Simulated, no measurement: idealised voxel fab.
Presented below is a process module, voxel ribs on slabs.
Pictured: cross-section cut, 235 nm wide, on a grid of 5 nm square cells.
Square cells in a grid make up a cross-section in this document, and the grid is given as bands, listed from the top down, each one or more rows of cells.
Read a band's entry like this: the first values are the height of its top and the height of its bottom in nm, and what follows is the sequence of materials from left to right, each with its width in nm. Note that "blank" is empty space, and that a single material marked "throughout" reaches across the band from edge to edge.
Counting heights begins at 0, where everything beneath is, in the wafer as received, one material. The lowest band has no bottom; it goes on downwards, as "0 -> down" shows.
The expression "30..40" gives the width at the extremes of the band, the first number at its top row of cells and the second at its bottom row, with the width changing by equal amounts from each row to the next in between.
Take "nothing got changed" at face value: in the step it is given for, the cross-section changed in none of its cells.
Enclosed voids (no open way to top), threshold 8 cells or more, entry "Fully closed voids", notation width x height at distance, distance from left edge, nm.
The remark found on a step's line after its settings is issued by the simulator itself and pertains to that step.
A step's line can hold "overlay nm"; with a mask on that step, the setting says how far right of the planned place the mask lay, while a negative setting says it lay to the left.
PLANNED STEP LIST FOR THE PROCESS
- 1: RECEIVE [material Si]
- 2: DIRECTIONAL_DEP [material SiO2] [thk nm 20]
- 3: DIRECTIONAL_DEP [material SiN] [thk nm 25]
- 4: DIRECTIONAL_DEP [material aC] [thk nm 15]
- 5: PATTERN [tone cover] [mask id RIB] [material resist] [width nm 30] [thk nm 35] [overlay nm 0]
- 6: DIRECTIONAL_ETCH [etch materials aC] [depth nm 15]
- 7: STRIP [etch materials resist]
- 8: DIRECTIONAL_ETCH [etch materials SiN] [depth nm 5]
- 9: STRIP [etch materials aC]
- 10: MASKED_ETCH [tone cover] [mask id SLAB] [width nm 60] [etch materials SiN] [depth nm 20] [overlay nm 0]
- 11: FILL_DEP [material SiO2] [thk nm 15]
- 12: CMP [height nm 55]
- 13: DIRECTIONAL_DEP [material TiN] [thk nm 5]
- 14: PATTERN [tone cover] [mask id HEATER] [material resist] [width nm 40] [thk nm 20] [overlay nm 0]
- 15: DIRECTIONAL_ETCH [etch materials TiN] [depth nm 5]
- 16: STRIP [etch materials resist]
- 17: CONFORMAL_DEP [material SiN] [thk nm 5]
CROSS-SECTION OF THE WAFER UPON ARRIVAL, REPRESENTING THE STATE REACHED AFTER STEP 1
  0 -> down | Si throughout
  Fully closed voids: none
FINAL WAFER PROFILE IN CROSS-SECTION AFTER THE MODULE, FROM THE SAME START AND PLAN AS ABOVE, WITH ONE MISTAKE MADE DURING PROCESSING
  65 -> 60 | blank 90 nm / SiN 50 nm / blank 95 nm
  60 -> 55 | SiN 95 nm / TiN 40 nm / SiN 100 nm
  55 -> 35 | SiO2 85 nm / SiN 60 nm / SiO2 90 nm
  35 -> 20 | aC throughout
  20 -> 0 | SiO2 throughout
  0 -> down | Si throughout
  Fully closed voids: none
Misprocessing identified: sequence error: steps 3 and 4 interchanged
